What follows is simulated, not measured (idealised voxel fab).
The following process module bears the name voxel ribs on slabs.
The figure presents cross-section cut, which has a width of 270 nm and is divided into square cells with an edge length of 5 nm.
In what follows, cross-sections appear as grids of square cells, described through bands that run from the top down, where every band is one or more rows of cells.
Each band's line starts with the height of the band's top and of its bottom, in nm. Then come its materials from left to right, each with its width in nm. One material with "throughout" fills the band from edge to edge. "blank" is empty space.
A quick word on heights: they are counted from 0, and under that level the wafer as it came to us is one material throughout. The lowest band is different from the rest in having no bottom; it simply continues downward, written as in "0 and below".
Graded width ("30..40"): value in top row of band = first number; value in bottom row = second number; row-to-row change constant.
Reading "no change" for a step: not a cell of the cross-section changed in it.
"Closed cavities" contains a list of empty spaces, each no smaller than 8 cells and without an open way to the top, written in the form width x height at distance with the distance from the left edge and all three in nm.
Heads up: the bit after the settings on a step's line is the simulator's remark on that step.
You can add "overlay nm" to a step's line. For a step with a mask, it describes how far the mask lay to the right of its planned position, and a negative number describes a lay to the left.
Below is the list of planned process steps:
| 1 | RECEIVE (material Si) |
| 2 | DIRECTIONAL_DEP (material SiO2; thk nm 30) |
| 3 | DIRECTIONAL_DEP (material SiN; thk nm 20) |
| 4 | PATTERN (tone cover; mask id RIB; material resist; width nm 25; thk nm 20; overlay nm 0) |
| 5 | DIRECTIONAL_ETCH (etch materials SiN; depth nm 15) |
| 6 | STRIP (etch materials resist) |
| 7 | PATTERN (tone cover; mask id SLAB; material resist; width nm 55; thk nm 20; overlay nm 0) |
| 8 | DIRECTIONAL_ETCH (etch materials SiN; depth nm 5) |
| 9 | STRIP (etch materials resist) |
| 10 | FILL_DEP (material SiO2; thk nm 15) |
| 11 | CMP (height nm 60) |
| 12 | DIRECTIONAL_DEP (material W; thk nm 10) |
| 13 | MASKED_ETCH (tone cover; mask id HEATER; width nm 35; etch materials W; depth nm 10; overlay nm 0) |
| 14 | CONFORMAL_DEP (material SiN; thk nm 5) |
Wafer cross-section on receipt, i.e. after step 1:
  0 and below: Si throughout
  Closed cavities: none
Below is the wafer in cross-section after the module was completed. It began from the starting point shown above and followed the plan shown above, except that one mistake was made while running it:
  75 down to 70: 110 blank / 45 SiN / 115 blank
  70 down to 65: 110 blank / 5 SiN / 35 W / 5 SiN / 115 blank
  65 down to 60: 115 SiN / 35 W / 120 SiN
  60 down to 50: 120..105 SiO2 / 25..55 SiN / 125..110 SiO2
  50 down to 30: SiN throughout
  30 down to 0: SiO2 throughout
  0 and below: Si throughout
  Closed cavities: none
Where did the run depart from the plan? step 3 of the plan was executed twice over
